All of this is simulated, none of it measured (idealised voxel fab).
Process module name: voxel quadruple lines
FYI the section here is cut, 255 nm wide, cells are 5 nm squares.
If you're reading a cross-section in this doc, picture square cells in a grid; it comes to you as bands, top ones listed first down to the bottom, and a band can be one or more rows of cells. Heights first: top, then bottom, in nm. Then materials, left to right, each with a width in nm. "edge to edge" on a single material: fills the band edge to edge. "blank": empty space. Height 0 is the level under which the wafer as received is all one material. The lowest band goes on downwards, as in "0 and below". Read "30 to 40" as a graded width: first number on top, second number at the bottom, same change between each pair of neighbouring rows. Key: "same as before" - step with no changed cell in the cross-section. Enclosed voids (no open way to top), threshold 8 cells or more, entry "Sealed internal voids", notation width x height at distance, distance from left edge, nm. Post-settings text on a step line: simulator's own remark regarding the step. overlay nm: mask right of planned place by this much (step with mask). Neg. = left.

# Planned process steps
1: RECEIVE [material Si]
2: CONFORMAL_DEP [material Al2O3] [thk nm 10]
3: DIRECTIONAL_DEP [material W] [thk nm 15]
4: DIRECTIONAL_DEP [material polySi] [thk nm 15]
5: DIRECTIONAL_DEP [material aC] [thk nm 20]
6: PATTERN [tone cover] [mask id MANDREL] [material resist] [width nm 30] [thk nm 30] [overlay nm 0]
7: DIRECTIONAL_ETCH [etch materials aC] [depth nm 20]
8: STRIP [etch materials resist]
9: CONFORMAL_DEP [material SiO2] [thk nm 10]
10: DIRECTIONAL_ETCH [etch materials SiO2] [depth nm 10]
11: STRIP [etch materials aC]
12: DIRECTIONAL_ETCH [etch materials polySi] [depth nm 15]
13: STRIP [etch materials SiO2]
14: CONFORMAL_DEP [material SiN] [thk nm 10]
15: DIRECTIONAL_ETCH [etch materials SiN] [depth nm 10]
16: STRIP [etch materials polySi]
17: DIRECTIONAL_ETCH [etch materials W] [depth nm 15]
18: STRIP [etch materials SiN]

# Incoming wafer in cross-section (state: after step 1)
    0 and below = Si edge to edge
    Sealed internal voids: none

# End-of-module cross-section. Starting structure and process plan as above; one mistake made in running it
    50 down to 40 = blank: 90; SiO2: 30; blank: 10; SiO2: 30; blank: 95
    40 down to 35 = blank: 90; SiO2: 10; polySi: 10; SiO2: 10; blank: 10; SiO2: 10; polySi: 10; SiO2: 10; blank: 95
    35 down to 25 = SiO2: 100; polySi: 10; SiO2: 30; polySi: 10; SiO2: 105
    25 down to 10 = W edge to edge
    10 down to 0 = Al2O3 edge to edge
    0 and below = Si edge to edge
    Sealed internal voids: none
Misprocessing identified: step 14 did not happen as planned, as run it was CONFORMAL_DEP [material SiO2] [thk nm 10]
